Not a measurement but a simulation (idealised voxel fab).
voxel transistor to metal: a process module
Section cut is 270 nm wide and gridded with 5 nm square cells.
Notation: cross-section as square-cell grid; stated in bands, top first, going down; one or more cell rows per band. Each band's line starts with the height of the band's top and of its bottom, in nm. Then come its materials from left to right, each with its width in nm. One material with "throughout" fills the band from edge to edge. "empty" is empty space. Zero point of the height axis is 0; under it, received wafer = one material. Lowest band: continues down indefinitely, "0 and below". When a width is written as two numbers, as in "30..40", the first number is the width in the top row of cells of the band and the second is the width in its bottom row, and the width changes by the same amount from each row to the next. What does "no change" mean for a step? It means no cell of the cross-section changed in that step. Any empty space of 8 cells or more lacking an open way to the top shows up in "Completely sealed voids" as width x height at distance, distance from the left edge, in nm. It should be noted that, on the line of a given step, the content following the step's settings is a remark produced by the simulator itself with respect to that step. When a step includes a mask, the "overlay nm" setting on its line states how far to the right of its planned place that mask lay, and negative values state how far to the left.

**Set out below are the planned steps of the process**
| 1 | RECEIVE (material Si) |
| 2 | CONFORMAL_DEP (material SiO2; thk nm 5) |
| 3 | CONFORMAL_DEP (material SiN; thk nm 15) |
| 4 | DIRECTIONAL_DEP (material aC; thk nm 10) |
| 5 | PATTERN (tone cover; mask id ACTIVE; material resist; width nm 105; pitch nm 135; thk nm 25; overlay nm 0) |
| 6 | DIRECTIONAL_ETCH (etch materials aC; depth nm 10) |
| 7 | STRIP (etch materials resist) |
| 8 | DIRECTIONAL_ETCH (etch materials SiN; depth nm 15) |
| 9 | DIRECTIONAL_ETCH (etch materials SiO2; depth nm 5) |
| 10 | DIRECTIONAL_ETCH (etch materials Si; depth nm 20) |
| 11 | STRIP (etch materials aC) |
| 12 | FILL_DEP (material SiO2; thk nm 5) |
| 13 | CMP (height nm 20) |
| 14 | SELECTIVE_ETCH (etch materials SiO2; depth nm 10) |
| 15 | STRIP (etch materials SiN) |
| 16 | SELECTIVE_ETCH (etch materials SiO2; depth nm 5) |
| 17 | OXIDIZE (depth nm 5) |
| 18 | DIRECTIONAL_DEP (material polySi; thk nm 30) |
| 19 | DIRECTIONAL_DEP (material SiCN; thk nm 10) |
| 20 | MASKED_ETCH (tone cover; mask id GATE; width nm 15; pitch nm 135; etch materials SiCN; depth nm 20; overlay nm 0) |
| 21 | MASKED_ETCH (tone cover; mask id GATE; width nm 15; pitch nm 135; etch materials polySi; depth nm 40; overlay nm 0) |
| 22 | CONFORMAL_DEP (material SiN; thk nm 10) |
| 23 | DIRECTIONAL_ETCH (etch materials SiN; depth nm 10) |
| 24 | DIRECTIONAL_ETCH (etch materials SiO2; depth nm 5) |
| 25 | DIRECTIONAL_ETCH (etch materials Si; depth nm 10) |
| 26 | EPI (material nSi; thk nm 10) |
| 27 | FILL_DEP (material SiO2; thk nm 10) |
| 28 | CMP (height nm 40) |
| 29 | DIRECTIONAL_DEP (material SiO2; thk nm 10) |
| 30 | PATTERN (tone open; mask id CONTACT; material resist; width nm 30; thk nm 15; overlay nm 0) |
| 31 | DIRECTIONAL_ETCH (etch materials SiO2; depth nm 55) |
| 32 | STRIP (etch materials resist) |
| 33 | CONFORMAL_DEP (material TiN; thk nm 5) |
| 34 | FILL_DEP (material W; thk nm 5) |
| 35 | CMP (height nm 50) |
| 36 | CONFORMAL_DEP (material SiCN; thk nm 5) |
| 37 | DIRECTIONAL_DEP (material lowk; thk nm 20) |
| 38 | PATTERN (tone open; mask id METAL_1; material resist; width nm 15; thk nm 20; overlay nm 0) |
| 39 | DIRECTIONAL_ETCH (etch materials lowk; depth nm 20) |
| 40 | DIRECTIONAL_ETCH (etch materials SiCN; depth nm 5) |
| 41 | STRIP (etch materials resist) |
| 42 | CONFORMAL_DEP (material TiN; thk nm 5) |
| 43 | FILL_DEP (material Cu; thk nm 5) |
| 44 | CMP (height nm 75) |
| 45 | EPI (material Ru; thk nm 5) |
| 46 | FILL_DEP (material SiCN; thk nm 5) |

**So this is the incoming wafer in cross-section - it's already been through step 1**
> 0 and below | Si throughout
> Completely sealed voids: none

**Cross-sectional view of the first of the two wafers upon completion of the module, processed in accordance with the plan**
> 85 down to 80 | SiCN throughout
> 80 down to 75 | 20 nm SiCN; 25 nm Ru; 45 nm SiCN; 25 nm Ru; 40 nm SiCN; 25 nm Ru; 45 nm SiCN; 25 nm Ru; 20 nm SiCN
> 75 down to 55 | 25 nm lowk; 5 nm TiN; 5 nm Cu; 5 nm TiN; 55 nm lowk; 5 nm TiN; 5 nm Cu; 5 nm TiN; 50 nm lowk; 5 nm TiN; 5 nm Cu; 5 nm TiN; 55 nm lowk; 5 nm TiN; 5 nm Cu; 5 nm TiN; 25 nm lowk
> 55 down to 50 | 25 nm SiCN; 15 nm TiN; 55 nm SiCN; 15 nm TiN; 50 nm SiCN; 15 nm TiN; 55 nm SiCN; 15 nm TiN; 25 nm SiCN
> 50 down to 40 | 25 nm SiO2; 5 nm TiN; 20..15 nm W; 5..10 nm TiN; 25 nm SiO2; 5..10 nm TiN; 20..15 nm W; 5 nm TiN; 50 nm SiO2; 5 nm TiN; 20..15 nm W; 5..10 nm TiN; 25 nm SiO2; 5..10 nm TiN; 20..15 nm W; 5 nm TiN; 25 nm SiO2
> 40 down to 30 | 25 nm SiO2; 5 nm TiN; 15 nm W; 5 nm TiN; 10 nm SiN; 15 nm SiCN; 10 nm SiN; 5 nm TiN; 15 nm W; 5 nm TiN; 50 nm SiO2; 5 nm TiN; 15 nm W; 5 nm TiN; 10 nm SiN; 15 nm SiCN; 10 nm SiN; 5 nm TiN; 15 nm W; 5 nm TiN; 25 nm SiO2
> 30 down to 10 | 25 nm SiO2; 5 nm TiN; 15 nm W; 5 nm TiN; 10 nm SiN; 15 nm polySi; 10 nm SiN; 5 nm TiN; 15 nm W; 5 nm TiN; 50 nm SiO2; 5 nm TiN; 15 nm W; 5 nm TiN; 10 nm SiN; 15 nm polySi; 10 nm SiN; 5 nm TiN; 15 nm W; 5 nm TiN; 25 nm SiO2
> 10 down to 5 | 25 nm SiO2; 25 nm TiN; 10 nm SiN; 15 nm polySi; 10 nm SiN; 25 nm TiN; 50 nm SiO2; 25 nm TiN; 10 nm SiN; 15 nm polySi; 10 nm SiN; 25 nm TiN; 25 nm SiO2
> 5 down to 0 | 10 nm SiO2; 10 nm SiN; 10 nm nSi; 10 nm TiN; 10 nm nSi; 10 nm SiN; 15 nm polySi; 10 nm SiN; 10 nm nSi; 10 nm TiN; 10 nm nSi; 10 nm SiN; 20 nm SiO2; 10 nm SiN; 10 nm nSi; 10 nm TiN; 10 nm nSi; 10 nm SiN; 15 nm polySi; 10 nm SiN; 10 nm nSi; 10 nm TiN; 10 nm nSi; 10 nm SiN; 10 nm SiO2
> 0 down to -5 | 20 nm SiO2; 10 nm nSi; 10 nm TiN; 10 nm nSi; 35 nm SiO2; 10 nm nSi; 10 nm TiN; 10 nm nSi; 40 nm SiO2; 10 nm nSi; 10 nm TiN; 10 nm nSi; 35 nm SiO2; 10 nm nSi; 10 nm TiN; 10 nm nSi; 20 nm SiO2
> -5 down to -15 | 15 nm SiO2; 5 nm Si; 30 nm nSi; 35 nm Si; 30 nm nSi; 5 nm Si; 30 nm SiO2; 5 nm Si; 30 nm nSi; 35 nm Si; 30 nm nSi; 5 nm Si; 15 nm SiO2
> -15 down to -20 | 15 nm SiO2; 105 nm Si; 30 nm SiO2; 105 nm Si; 15 nm SiO2
> -20 and below | Si throughout
> Completely sealed voids: none

**So this is wafer number two of the two, cut at the end of the module - it started where the first did and had the same plan, we just got one thing wrong running it**
> 85 down to 80 | SiCN throughout
> 80 down to 75 | 20 nm SiCN; 25 nm Ru; 45 nm SiCN; 25 nm Ru; 40 nm SiCN; 25 nm Ru; 45 nm SiCN; 25 nm Ru; 20 nm SiCN
> 75 down to 55 | 25 nm lowk; 5 nm TiN; 5 nm Cu; 5 nm TiN; 55 nm lowk; 5 nm TiN; 5 nm Cu; 5 nm TiN; 50 nm lowk; 5 nm TiN; 5 nm Cu; 5 nm TiN; 55 nm lowk; 5 nm TiN; 5 nm Cu; 5 nm TiN; 25 nm lowk
> 55 down to 50 | 25 nm SiCN; 15 nm TiN; 55 nm SiCN; 15 nm TiN; 50 nm SiCN; 15 nm TiN; 55 nm SiCN; 15 nm TiN; 25 nm SiCN
> 50 down to 40 | 25 nm SiO2; 5 nm TiN; 20..15 nm W; 5..10 nm TiN; 25 nm SiO2; 5..10 nm TiN; 20..15 nm W; 5 nm TiN; 50 nm SiO2; 5 nm TiN; 20..15 nm W; 5..10 nm TiN; 25 nm SiO2; 5..10 nm TiN; 20..15 nm W; 5 nm TiN; 25 nm SiO2
> 40 down to 30 | 25 nm SiO2; 5 nm TiN; 15 nm W; 5 nm TiN; 10 nm SiN; 15 nm SiCN; 10 nm SiN; 5 nm TiN; 15 nm W; 5 nm TiN; 50 nm SiO2; 5 nm TiN; 15 nm W; 5 nm TiN; 10 nm SiN; 15 nm SiCN; 10 nm SiN; 5 nm TiN; 15 nm W; 5 nm TiN; 25 nm SiO2
> 30 down to 10 | 25 nm SiO2; 5 nm TiN; 15 nm W; 5 nm TiN; 10 nm SiN; 15 nm polySi; 10 nm SiN; 5 nm TiN; 15 nm W; 5 nm TiN; 50 nm SiO2; 5 nm TiN; 15 nm W; 5 nm TiN; 10 nm SiN; 15 nm polySi; 10 nm SiN; 5 nm TiN; 15 nm W; 5 nm TiN; 25 nm SiO2
> 10 down to 5 | 25 nm SiO2; 25 nm TiN; 10 nm SiN; 15 nm polySi; 10 nm SiN; 25 nm TiN; 50 nm SiO2; 25 nm TiN; 10 nm SiN; 15 nm polySi; 10 nm SiN; 25 nm TiN; 25 nm SiO2
> 5 down to 0 | 10 nm SiO2; 10 nm SiN; 10 nm nSi; 10 nm TiN; 10 nm nSi; 10 nm SiN; 15 nm polySi; 10 nm SiN; 10 nm nSi; 10 nm TiN; 10 nm nSi; 10 nm SiN; 20 nm SiO2; 10 nm SiN; 10 nm nSi; 10 nm TiN; 10 nm nSi; 10 nm SiN; 15 nm polySi; 10 nm SiN; 10 nm nSi; 10 nm TiN; 10 nm nSi; 10 nm SiN; 10 nm SiO2
> 0 down to -5 | 20 nm SiO2; 10 nm nSi; 10 nm TiN; 10 nm nSi; 35 nm SiO2; 10 nm nSi; 10 nm TiN; 10 nm nSi; 40 nm SiO2; 10 nm nSi; 10 nm TiN; 10 nm nSi; 35 nm SiO2; 10 nm nSi; 10 nm TiN; 10 nm nSi; 20 nm SiO2
> -5 down to -15 | 15 nm SiO2; 5 nm Si; 30 nm nSi; 35 nm Si; 30 nm nSi; 5 nm Si; 30 nm SiO2; 5 nm Si; 30 nm nSi; 35 nm Si; 30 nm nSi; 5 nm Si; 15 nm SiO2
> -15 down to -40 | 15 nm SiO2; 105 nm Si; 30 nm SiO2; 105 nm Si; 15 nm SiO2
> -40 and below | Si throughout
> Completely sealed voids: none
What was done differently from what was planned? step 10 of the plan saw execution twice
Looking at both finished wafers in cells, the second ends up ahead of or behind the first on some materials: 48 fewer of Si, 48 more of SiO2
